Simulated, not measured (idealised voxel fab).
Process module in this document: voxel tone inversion
Each square cell in cross-section cut measures 5 nm, and the section as a whole is 220 nm wide.
This document writes a cross-section as a grid whose cells are square, and gives it as bands, listed from the top down; one or more rows of cells form a band. The entry gives the band's vertical extent as a top height and a bottom height in nm, then its horizontal make-up as materials from left to right, each with a width in nm. "blank" stands for empty space; a single material marked "everywhere" fills the band edge to edge. Height 0 is the level under which the wafer as received is all one material. The lowest band goes on downwards, as in "0 and below". The width entry "30..40" should be interpreted row by row: the top row of cells in the band takes the first number, the bottom row takes the second number, and the change between adjacent rows is uniform throughout. No cell of the cross-section changed in a step that is given as "changes: none". "Enclosed internal voids": empty spaces of 8 cells or more with no open way to the top, each given as width x height at distance, distance from the left edge, all in nm. Post-settings text on a step line: simulator's own remark regarding the step. A step's line can hold "overlay nm"; with a mask on that step, the setting says how far right of the planned place the mask lay, while a negative setting says it lay to the left.
Listed below are the process steps as planned:
1: RECEIVE with material Si
2: CONFORMAL_DEP with material SiN, thk nm 10
3: DIRECTIONAL_DEP with material polySi, thk nm 25
4: PATTERN with tone cover, mask id POSTS, material resist, width nm 20, pitch nm 45, thk nm 30, overlay nm 0
5: DIRECTIONAL_ETCH with etch materials polySi, depth nm 25
6: STRIP with etch materials resist
7: FILL_DEP with material lowk, thk nm 10
8: CMP with height nm 35
9: STRIP with etch materials polySi
10: CONFORMAL_DEP with material TiN, thk nm 5
11: FILL_DEP with material Cu, thk nm 5
12: CMP with height nm 35
13: CONFORMAL_DEP with material SiCN, thk nm 5
Here's what the wafer looked like in cross-section when it arrived - that's after step 1:
    0 and below: Si everywhere
    Enclosed internal voids: none
Cross-section, first of two wafers, end of module, run as planned:
    40 down to 35: SiCN everywhere
    35 down to 15: lowk (30), then TiN (5), then Cu (10), then TiN (5), then lowk (25), then TiN (5), then Cu (10), then TiN (5), then lowk (25), then TiN (5), then Cu (10), then TiN (5), then lowk (25), then TiN (5), then Cu (10), then TiN (5), then lowk (35)
    15 down to 10: lowk (30), then TiN (20), then lowk (25), then TiN (20), then lowk (25), then TiN (20), then lowk (25), then TiN (20), then lowk (35)
    10 down to 0: SiN everywhere
    0 and below: Si everywhere
    Enclosed internal voids: none
So this is wafer number two of the two, cut at the end of the module - it started where the first did and had the same plan, we just got one thing wrong running it:
    40 down to 35: SiCN everywhere
    35 down to 15: Cu (25), then TiN (5), then lowk (20), then TiN (5), then Cu (15), then TiN (5), then lowk (20), then TiN (5), then Cu (15), then TiN (5), then lowk (20), then TiN (5), then Cu (15), then TiN (5), then lowk (20), then TiN (5), then Cu (30)
    15 down to 10: TiN (30), then lowk (20), then TiN (25), then lowk (20), then TiN (25), then lowk (20), then TiN (25), then lowk (20), then TiN (35)
    10 down to 0: SiN everywhere
    0 and below: Si everywhere
    Enclosed internal voids: none
Here's what went sideways: the process deviated at step 4: the operation and settings actually run there were PATTERN with tone open, mask id POSTS, material resist, width nm 20, pitch nm 45, thk nm 30, overlay nm 0
Final tally in cells, some materials are higher or lower on the second wafer than on the first: Cu +48; TiN +12; lowk -60
